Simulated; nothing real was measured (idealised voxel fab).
Module name: voxel local oxidation (process module)
This is section cut - it's 255 nm across, gridded in 5 nm square cells.
A cross-section in this document is a grid of square cells, and it is written down as bands, the top band listed before the ones below it; a band is made up of one or more rows of cells.
Within each band entry, the heights of the top and of the bottom of the band appear first, in that order and in nm; the materials of the band then follow from left to right, each with its corresponding width in nm. The designation "throughout" on a single material indicates that it fills the band from edge to edge; the designation "empty" indicates empty space.
Beneath 0, the wafer as received is one material, and that level is where height counting begins. The lowest band goes on downward without a bottom; it is written like "z 0 and below".
Read "30..40" as a graded width: first number on top, second number at the bottom, same change between each pair of neighbouring rows.
Where the words "left unchanged" appear for a step, the cross-section shows no cell changed by that step; every cell remained as before.
The label "Voids, enclosed" introduces a list of the empty spaces, 8 cells or larger, that have no open way up to the top; each entry in it reads width x height at distance, where the distance is taken from the left edge and all three are stated in nm.
Whatever follows a step's settings on its line is a remark the simulator itself makes about that step.
overlay nm: mask offset rightward from planned place, masked step; negative means leftward offset.
-- Below is the list of planned process steps
1: RECEIVE [material Si]
2: CONFORMAL_DEP [material SiO2] [thk nm 5]
3: CONFORMAL_DEP [material SiN] [thk nm 15]
4: PATTERN [tone cover] [mask id ACTIVE] [material resist] [width nm 115] [thk nm 15] [overlay nm 0]
5: DIRECTIONAL_ETCH [etch materials SiN] [depth nm 15]
6: STRIP [etch materials resist]
7: SELECTIVE_ETCH [etch materials SiO2] [depth nm 5]
8: OXIDIZE [depth nm 15]
9: STRIP [etch materials SiN]
-- This is the cross-section of the wafer as we received it, i.e. after step 1
z 0 and below  Si throughout
Voids, enclosed: none
-- Final cross-section, module run with one mistake (start and plan as above)
z 5 to 0  empty: 70, SiO2: 105, empty: 80
z 0 to -15  SiO2: 85, Si: 75, SiO2: 95
z -15 and below  Si throughout
Voids, enclosed: none
Processing error: the process deviated at step 4: the operation and settings actually run there were PATTERN [tone cover] [mask id ACTIVE] [material resist] [width nm 115] [thk nm 15] [overlay nm -5]
